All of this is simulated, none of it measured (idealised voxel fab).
You're looking at the process module voxel capacitor over wiring.
It is cross-section cut that appears here, measuring 155 nm in width, its square cells being 5 nm in size.
A cross-section in this document is a grid of square cells, and it is written down as bands, the top band listed before the ones below it; a band is made up of one or more rows of cells. Per band: top height and bottom height in nm, followed by the left-to-right materials and their widths in nm; "full width" marks a single material spanning edge to edge, "air" marks empty space. We count height from 0. Below that, the starting wafer is all one material. The lowest band never ends at the bottom but goes on down; see "z 0 and below" for how that is written. Top row gets the first number, bottom row gets the second, and each row in between changes by the same step: that is how a band width like "30..40" works. Where the words "nothing was modified" appear for a step, the cross-section shows no cell changed by that step; every cell remained as before. Closed-off voids of 8+ cells (no open route to the top) go in "Enclosed void listing", written width x height at distance from the left edge, in nm. Step line, after settings: the simulator's comment on this step. For masked steps, "overlay nm" on the step line gives how far right of plan the mask actually lay; a minus sign means it lay to the left.

The process steps that were planned are listed below
step 1: RECEIVE | material Si
step 2: CONFORMAL_DEP | material SiO2 | thk nm 15
step 3: DIRECTIONAL_DEP | material TiN | thk nm 5
step 4: DIRECTIONAL_DEP | material W | thk nm 15
step 5: PATTERN | tone cover | mask id METAL_1 | material resist | width nm 25 | pitch nm 95 | thk nm 20 | overlay nm 0
step 6: DIRECTIONAL_ETCH | etch materials W | depth nm 15
step 7: DIRECTIONAL_ETCH | etch materials TiN | depth nm 5
step 8: STRIP | etch materials resist
step 9: FILL_DEP | material lowk | thk nm 5
step 10: CMP | height nm 35
step 11: CONFORMAL_DEP | material SiCN | thk nm 5
step 12: DIRECTIONAL_DEP | material SiO2 | thk nm 20
step 13: MASKED_ETCH | tone open | mask id PLUG_1 | width nm 15 | etch materials SiO2 | depth nm 20 | overlay nm 0
step 14: MASKED_ETCH | tone open | mask id PLUG_1 | width nm 15 | etch materials SiCN | depth nm 5 | overlay nm 0
step 15: CONFORMAL_DEP | material TiN | thk nm 5
step 16: FILL_DEP | material Cu | thk nm 5
step 17: CMP | height nm 60
step 18: DIRECTIONAL_DEP | material TiN | thk nm 10
step 19: DIRECTIONAL_DEP | material SiN | thk nm 5
step 20: DIRECTIONAL_DEP | material TiN | thk nm 10
step 21: MASKED_ETCH | tone cover | mask id UPPER_PLATE | width nm 75 | etch materials TiN | depth nm 10 | overlay nm 0
step 22: MASKED_ETCH | tone cover | mask id UPPER_PLATE | width nm 75 | etch materials SiN | depth nm 5 | overlay nm 0
step 23: MASKED_ETCH | tone cover | mask id LOWER_PLATE | width nm 85 | etch materials TiN | depth nm 10 | overlay nm 0
step 24: FILL_DEP | material SiO2 | thk nm 15
step 25: CMP | height nm 95
step 26: PATTERN | tone open | mask id PLUG_2 | material resist | width nm 15 | thk nm 20 | overlay nm 0
step 27: DIRECTIONAL_ETCH | etch materials SiO2 | depth nm 10
step 28: STRIP | etch materials resist
step 29: CONFORMAL_DEP | material TiN | thk nm 5
step 30: FILL_DEP | material Ru | thk nm 5
step 31: CMP | height nm 95
step 32: CONFORMAL_DEP | material SiCN | thk nm 5

This is the cross-section of the wafer as we received it, i.e. after step 1
	z 0 and below: Si full width
	Enclosed void listing: none

Result of the module, cross-sectioned: start per above, plan per above, one error in how it was run
	z 100 to 95: SiCN full width
	z 95 to 90: SiO2 35  TiN 5  Ru 5  TiN 5  SiO2 105
	z 90 to 85: SiO2 35  TiN 15  SiO2 105
	z 85 to 75: SiO2 25  TiN 75  SiO2 55
	z 75 to 70: SiO2 25  SiN 75  SiO2 55
	z 70 to 60: SiO2 20  TiN 85  SiO2 50
	z 60 to 45: Cu 20  TiN 5  SiO2 15  TiN 5  Cu 110
	z 45 to 40: TiN 25  SiO2 15  TiN 115
	z 40 to 35: SiCN full width
	z 35 to 20: lowk 15  W 25  lowk 70  W 25  lowk 20
	z 20 to 15: lowk 15  TiN 25  lowk 70  TiN 25  lowk 20
	z 15 to 0: SiO2 full width
	z 0 and below: Si full width
	Enclosed void listing: none
Plan not followed: note that step 13 departed from the planned setting and was carried out as MASKED_ETCH | tone cover | mask id PLUG_1 | width nm 15 | etch materials SiO2 | depth nm 20 | overlay nm 0
